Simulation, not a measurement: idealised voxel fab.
process module | voxel self aligned contacts
cross-section cut | 260 nm wide | cells 5 nm
A cross-section is a grid of square cells, given in bands from the top down. A band is one or more rows of cells.
Each band's line starts with the height of the band's top and of its bottom, in nm. Then come its materials from left to right, each with its width in nm. One material with "throughout" fills the band from edge to edge. "air" is empty space.
Height 0 is the level under which the wafer as received is all one material. The lowest band goes on downwards, as in "0 down".
A width such as "30 to 40" changes by the same amount from each row of cells to the next, from the band's top row to its bottom row.
"no change" after a step means that no cell of the cross-section changed.
closed voids: empty space of 8 cells or more with no open way to the top, each as width x height at its distance from the left edge, in nm
after a step's settings: what the simulator itself notes on the step
overlay nm, on a step with a mask: how far to the right of its planned place the mask lay; to the left if negative
plan
1 op RECEIVE | material Si
2 op OXIDIZE | depth nm 5
3 op DIRECTIONAL_DEP | material polySi | thk nm 20
4 op DIRECTIONAL_DEP | material SiN | thk nm 20
5 op DIRECTIONAL_DEP | material aC | thk nm 15
6 op PATTERN | tone cover | mask id GATE | material resist | width nm 25 | pitch nm 50 | thk nm 30 | overlay nm 0
7 op DIRECTIONAL_ETCH | etch materials aC | depth nm 15
8 op STRIP | etch materials resist
9 op DIRECTIONAL_ETCH | etch materials SiN | depth nm 20
10 op DIRECTIONAL_ETCH | etch materials polySi | depth nm 20
11 op STRIP | etch materials aC
12 op CONFORMAL_DEP | material SiN | thk nm 5
13 op DIRECTIONAL_ETCH | etch materials SiN | depth nm 5
14 op FILL_DEP | material SiO2 | thk nm 15
15 op CMP | height nm 45
16 op DIRECTIONAL_DEP | material aC | thk nm 15
17 op PATTERN | tone open | mask id CONTACT | material resist | width nm 35 | thk nm 30 | overlay nm 0
18 op DIRECTIONAL_ETCH | etch materials aC | depth nm 5
19 op STRIP | etch materials resist
20 op DIRECTIONAL_ETCH | etch materials SiO2 | depth nm 50
21 op STRIP | etch materials aC
22 op CONFORMAL_DEP | material TiN | thk nm 5
23 op FILL_DEP | material W | thk nm 5
24 op CMP | height nm 45
25 op CONFORMAL_DEP | material SiN | thk nm 5
varied across the wafers: depth nm of step 18. The plan shows the first wafer's value. All wafers start alike
first wafer as received, after step 1
  0 down: Si throughout
  closed voids: none
each wafer at the end: cells of each material gained (+) or lost (-) since it was received, then its closed voids
depth nm 5 | -52 Si | +124 SiN | +408 SiO2 | +40 polySi | closed voids: none
depth nm 10 | -52 Si | +124 SiN | +408 SiO2 | +40 polySi | closed voids: none
depth nm 15 | -52 Si | +124 SiN | +374 SiO2 | +25 TiN | +9 W | +40 polySi | closed voids: none
depth nm 20 | -52 Si | +124 SiN | +374 SiO2 | +25 TiN | +9 W | +40 polySi | closed voids: none
depth nm 25 | -52 Si | +124 SiN | +374 SiO2 | +25 TiN | +9 W | +40 polySi | closed voids: none
depth nm 30 | -52 Si | +124 SiN | +374 SiO2 | +25 TiN | +9 W | +40 polySi | closed voids: none
